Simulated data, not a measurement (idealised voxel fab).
A process module follows: voxel fin reveal.
275 nm wide, 5 nm square cells: that's cross-section cut.
How to read a cross-section here: the picture is a grid of square cells, written as bands going from the top down, and any band can span one or more rows of cells. It is stipulated that each band's entry specify, in nanometres, the height of the top of the band and then that of its bottom, followed by the materials of the band in left-to-right sequence, each together with its width in nanometres. A single material marked by the word "all across" is understood to fill the band from edge to edge; the word "air" is understood to denote empty space. Note: height 0 marks the level under which the wafer is uniformly one material as received. Lowest band unbounded below, written "0 and below". A width given as "30->40" starts at the first number in the band's top row and ends at the second number in its bottom row, shifting by an equal amount at every step from row to row. The designation "nothing changed", where it is given for a processing step, indicates that no cell of the cross-section was altered in the course of that step. "Closed internal cavities" lists enclosed empty spaces (at least 8 cells, no open path upward to the top), each as width x height at distance from the left edge, in nm. Post-settings text on a step line: simulator's own remark regarding the step. On any step carrying a mask, the "overlay nm" setting, if present on the step's line, tells how far right of its planned place the mask lay; negative values point to the left.
Here's what the planned process steps look like
1 RECEIVE | material Si
2 CONFORMAL_DEP | material SiN | thk nm 5
3 MASKED_ETCH | tone cover | mask id FINS | width nm 15 | pitch nm 35 | etch materials SiN | depth nm 5 | overlay nm 0
4 MASKED_ETCH | tone cover | mask id FINS | width nm 15 | pitch nm 35 | etch materials Si | depth nm 40 | overlay nm 0
5 OXIDIZE | depth nm 5
6 FILL_DEP | material SiO2 | thk nm 15
7 CMP | height nm 5
8 SELECTIVE_ETCH | etch materials SiO2 | depth nm 20
9 STRIP | etch materials SiN
Below: the first of two wafers, run as planned
As-received wafer cross-section (after step 1)
    0 and below | Si all across
    Closed internal cavities: none
After step 2
    5 down to 0 | SiN all across
    Below 0, the layers are the same as they were.
After step 3
    5 down to 0 | air (75) / SiN (15) / air (20) / SiN (15) / air (20) / SiN (15) / air (20) / SiN (15) / air (80)
    Below 0, the layers are the same as they were.
After step 4
    5 down to 0 | air (75) / SiN (15) / air (20) / SiN (15) / air (20) / SiN (15) / air (20) / SiN (15) / air (80)
    0 down to -40 | air (75) / Si (15) / air (20) / Si (15) / air (20) / Si (15) / air (20) / Si (15) / air (80)
    Below -40, the layers are the same as they were.
After step 5
    5 down to 0 | air (75) / SiN (15) / air (20) / SiN (15) / air (20) / SiN (15) / air (20) / SiN (15) / air (80)
    0 down to -40 | air (75) / SiO2 (5) / Si (5) / SiO2 (5) / air (20) / SiO2 (5) / Si (5) / SiO2 (5) / air (20) / SiO2 (5) / Si (5) / SiO2 (5) / air (20) / SiO2 (5) / Si (5) / SiO2 (5) / air (80)
    -40 down to -45 | SiO2 (80) / Si (5) / SiO2 (30) / Si (5) / SiO2 (30) / Si (5) / SiO2 (30) / Si (5) / SiO2 (85)
    Below -45, the layers are the same as they were.
After step 6
    20 down to 5 | SiO2 all across
    5 down to 0 | SiO2 (75) / SiN (15) / SiO2 (20) / SiN (15) / SiO2 (20) / SiN (15) / SiO2 (20) / SiN (15) / SiO2 (80)
    0 down to -45 | SiO2 (80) / Si (5) / SiO2 (30) / Si (5) / SiO2 (30) / Si (5) / SiO2 (30) / Si (5) / SiO2 (85)
    Below -45, the layers are the same as they were.
After step 7
    5 down to 0 | SiO2 (75) / SiN (15) / SiO2 (20) / SiN (15) / SiO2 (20) / SiN (15) / SiO2 (20) / SiN (15) / SiO2 (80)
    Below 0, the layers are the same as they were.
After step 8
    5 down to 0 | air (75) / SiN (15) / air (20) / SiN (15) / air (20) / SiN (15) / air (20) / SiN (15) / air (80)
    0 down to -15 | air (80) / Si (5) / air (30) / Si (5) / air (30) / Si (5) / air (30) / Si (5) / air (85)
    Below -15, the layers are the same as they were.
After step 9
    0 down to -15 | air (80) / Si (5) / air (30) / Si (5) / air (30) / Si (5) / air (30) / Si (5) / air (85)
    Below -15, the layers are the same as they were.
The second wafer was prepared from the same starting point and under the same plan as the first; its processing contained one mistake, and it remains indistinguishable from the first wafer up to and including step 2
The second wafer in cross-section, at the planned close of step 3
    5 down to 0 | air (75) / SiN (20) / air (15) / SiN (20) / air (15) / SiN (20) / air (15) / SiN (20) / air (75)
    Below 0, the layers are the same as they were.
The second wafer in cross-section, at the planned close of step 4
    5 down to 0 | air (75) / SiN (20) / air (15) / SiN (20) / air (15) / SiN (20) / air (15) / SiN (20) / air (75)
    0 down to -40 | air (75) / Si (20) / air (15) / Si (20) / air (15) / Si (20) / air (15) / Si (20) / air (75)
    Below -40, the layers are the same as they were.
The second wafer in cross-section, at the planned close of step 5
    5 down to 0 | air (75) / SiN (20) / air (15) / SiN (20) / air (15) / SiN (20) / air (15) / SiN (20) / air (75)
    0 down to -40 | air (75) / SiO2 (5) / Si (10) / SiO2 (5) / air (15) / SiO2 (5) / Si (10) / SiO2 (5) / air (15) / SiO2 (5) / Si (10) / SiO2 (5) / air (15) / SiO2 (5) / Si (10) / SiO2 (5) / air (75)
    -40 down to -45 | SiO2 (80) / Si (10) / SiO2 (25) / Si (10) / SiO2 (25) / Si (10) / SiO2 (25) / Si (10) / SiO2 (80)
    Below -45, the layers are the same as they were.
The second wafer in cross-section, at the planned close of step 6
    20 down to 5 | SiO2 all across
    5 down to 0 | SiO2 (75) / SiN (20) / SiO2 (15) / SiN (20) / SiO2 (15) / SiN (20) / SiO2 (15) / SiN (20) / SiO2 (75)
    0 down to -45 | SiO2 (80) / Si (10) / SiO2 (25) / Si (10) / SiO2 (25) / Si (10) / SiO2 (25) / Si (10) / SiO2 (80)
    Below -45, the layers are the same as they were.
The second wafer in cross-section, at the planned close of step 7
    5 down to 0 | SiO2 (75) / SiN (20) / SiO2 (15) / SiN (20) / SiO2 (15) / SiN (20) / SiO2 (15) / SiN (20) / SiO2 (75)
    Below 0, the layers are the same as they were.
The second wafer in cross-section, at the planned close of step 8
    5 down to 0 | air (75) / SiN (20) / air (15) / SiN (20) / air (15) / SiN (20) / air (15) / SiN (20) / air (75)
    0 down to -15 | air (80) / Si (10) / air (25) / Si (10) / air (25) / Si (10) / air (25) / Si (10) / air (80)
    Below -15, the layers are the same as they were.
The second wafer in cross-section, at the planned close of step 9
    0 down to -15 | air (80) / Si (10) / air (25) / Si (10) / air (25) / Si (10) / air (25) / Si (10) / air (80)
    Below -15, the layers are the same as they were.
So what did we get wrong on this run? the process deviated at step 3: the operation and settings actually run there were MASKED_ETCH | tone cover | mask id FINS | width nm 20 | pitch nm 35 | etch materials SiN | depth nm 5 | overlay nm 0
Bottom line after processing is that, in cells, the second wafer is up or down on some materials versus the first: Si: 36 more, SiO2: 24 fewer
